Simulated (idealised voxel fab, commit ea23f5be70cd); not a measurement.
process module | voxel trench capacitor
cross-section cut | 220 nm wide | cells 5 nm
A cross-section is a grid of square cells, given in bands from the top down. A band is one or more rows of cells.
Each band's line starts with the height of the band's top and of its bottom, in nm. Then come its materials from left to right, each with its width in nm. One material with "throughout" fills the band from edge to edge. "air" is empty space.
Height 0 is the level under which the wafer as received is all one material. The lowest band goes on downwards, as in "0 down".
A width such as "30 to 40" changes by the same amount from each row of cells to the next, from the band's top row to its bottom row.
"no change" after a step means that no cell of the cross-section changed.
closed voids: empty space of 8 cells or more with no open way to the top, each as width x height at its distance from the left edge, in nm
after a step's settings: what the simulator itself notes on the step
overlay nm, on a step with a mask: how far to the right of its planned place the mask lay; to the left if negative
plan
1 op RECEIVE | material Si
2 op CONFORMAL_DEP | material SiN | thk nm 5
3 op DIRECTIONAL_DEP | material aC | thk nm 10
4 op PATTERN | tone open | mask id TRENCH | material resist | width nm 15 | pitch nm 40 | thk nm 30 | overlay nm 0
5 op DIRECTIONAL_ETCH | etch materials aC | depth nm 10
6 op STRIP | etch materials resist
7 op DIRECTIONAL_ETCH | etch materials SiN | depth nm 5
8 op DIRECTIONAL_ETCH | etch materials Si | depth nm 25
9 op STRIP | etch materials aC
10 op CONFORMAL_DEP | material SiO2 | thk nm 5
11 op FILL_DEP | material polySi | thk nm 5
12 op CMP | height nm 5
first wafer, as planned
as received, after step 1
  0 down: Si throughout
  closed voids: none
after step 2
  5 to 0: SiN throughout
  below 0: unchanged
after step 3
  15 to 5: aC throughout
  below 5: unchanged
after step 4
  45 to 15: resist 60 | air 15 | resist 25 | air 15 | resist 25 | air 15 | resist 65
  below 15: unchanged
after step 5
  35 to 15: resist 60 | air 15 | resist 25 | air 15 | resist 25 | air 15 | resist 65
  15 to 5: aC 60 | air 15 | aC 25 | air 15 | aC 25 | air 15 | aC 65
  below 5: unchanged
after step 6
  15 to 5: aC 60 | air 15 | aC 25 | air 15 | aC 25 | air 15 | aC 65
  below 5: unchanged
after step 7
  15 to 5: aC 60 | air 15 | aC 25 | air 15 | aC 25 | air 15 | aC 65
  5 to 0: SiN 60 | air 15 | SiN 25 | air 15 | SiN 25 | air 15 | SiN 65
  below 0: unchanged
after step 8
  15 to 5: aC 60 | air 15 | aC 25 | air 15 | aC 25 | air 15 | aC 65
  5 to 0: SiN 60 | air 15 | SiN 25 | air 15 | SiN 25 | air 15 | SiN 65
  0 to -25: Si 60 | air 15 | Si 25 | air 15 | Si 25 | air 15 | Si 65
  below -25: unchanged
after step 9
  5 to 0: SiN 60 | air 15 | SiN 25 | air 15 | SiN 25 | air 15 | SiN 65
  below 0: unchanged
after step 10
  10 to 5: SiO2 65 | air 5 | SiO2 35 | air 5 | SiO2 35 | air 5 | SiO2 70
  5 to 0: SiN 60 | SiO2 5 | air 5 | SiO2 5 | SiN 25 | SiO2 5 | air 5 | SiO2 5 | SiN 25 | SiO2 5 | air 5 | SiO2 5 | SiN 65
  0 to -20: Si 60 | SiO2 5 | air 5 | SiO2 5 | Si 25 | SiO2 5 | air 5 | SiO2 5 | Si 25 | SiO2 5 | air 5 | SiO2 5 | Si 65
  -20 to -25: Si 60 | SiO2 15 | Si 25 | SiO2 15 | Si 25 | SiO2 15 | Si 65
  below -25: unchanged
after step 11
  15 to 10: polySi throughout
  10 to 5: SiO2 65 | polySi 5 | SiO2 35 | polySi 5 | SiO2 35 | polySi 5 | SiO2 70
  5 to 0: SiN 60 | SiO2 5 | polySi 5 | SiO2 5 | SiN 25 | SiO2 5 | polySi 5 | SiO2 5 | SiN 25 | SiO2 5 | polySi 5 | SiO2 5 | SiN 65
  0 to -20: Si 60 | SiO2 5 | polySi 5 | SiO2 5 | Si 25 | SiO2 5 | polySi 5 | SiO2 5 | Si 25 | SiO2 5 | polySi 5 | SiO2 5 | Si 65
  below -20: unchanged
after step 12
  5 to 0: SiN 60 | SiO2 5 | polySi 5 | SiO2 5 | SiN 25 | SiO2 5 | polySi 5 | SiO2 5 | SiN 25 | SiO2 5 | polySi 5 | SiO2 5 | SiN 65
  below 0: unchanged
second wafer: like start, like plan, one mistake. Through step 7 it matches the first wafer
when step 8 should have ended
  15 to 5: aC 60 | air 15 | aC 25 | air 15 | aC 25 | air 15 | aC 65
  5 to 0: SiN 60 | air 15 | SiN 25 | air 15 | SiN 25 | air 15 | SiN 65
  0 to -50: Si 60 | air 15 | Si 25 | air 15 | Si 25 | air 15 | Si 65
  below -50: unchanged
when step 9 should have ended
  5 to 0: SiN 60 | air 15 | SiN 25 | air 15 | SiN 25 | air 15 | SiN 65
  below 0: unchanged
when step 10 should have ended
  10 to 5: SiO2 65 | air 5 | SiO2 35 | air 5 | SiO2 35 | air 5 | SiO2 70
  5 to 0: SiN 60 | SiO2 5 | air 5 | SiO2 5 | SiN 25 | SiO2 5 | air 5 | SiO2 5 | SiN 25 | SiO2 5 | air 5 | SiO2 5 | SiN 65
  0 to -45: Si 60 | SiO2 5 | air 5 | SiO2 5 | Si 25 | SiO2 5 | air 5 | SiO2 5 | Si 25 | SiO2 5 | air 5 | SiO2 5 | Si 65
  -45 to -50: Si 60 | SiO2 15 | Si 25 | SiO2 15 | Si 25 | SiO2 15 | Si 65
  below -50: unchanged
when step 11 should have ended
  15 to 10: polySi throughout
  10 to 5: SiO2 65 | polySi 5 | SiO2 35 | polySi 5 | SiO2 35 | polySi 5 | SiO2 70
  5 to 0: SiN 60 | SiO2 5 | polySi 5 | SiO2 5 | SiN 25 | SiO2 5 | polySi 5 | SiO2 5 | SiN 25 | SiO2 5 | polySi 5 | SiO2 5 | SiN 65
  0 to -45: Si 60 | SiO2 5 | polySi 5 | SiO2 5 | Si 25 | SiO2 5 | polySi 5 | SiO2 5 | Si 25 | SiO2 5 | polySi 5 | SiO2 5 | Si 65
  below -45: unchanged
when step 12 should have ended
  5 to 0: SiN 60 | SiO2 5 | polySi 5 | SiO2 5 | SiN 25 | SiO2 5 | polySi 5 | SiO2 5 | SiN 25 | SiO2 5 | polySi 5 | SiO2 5 | SiN 65
  below 0: unchanged
what went wrong: step 8 was run twice
at the end the second wafer has, in cells: 45 fewer of Si | 30 more of SiO2 | 15 more of polySi
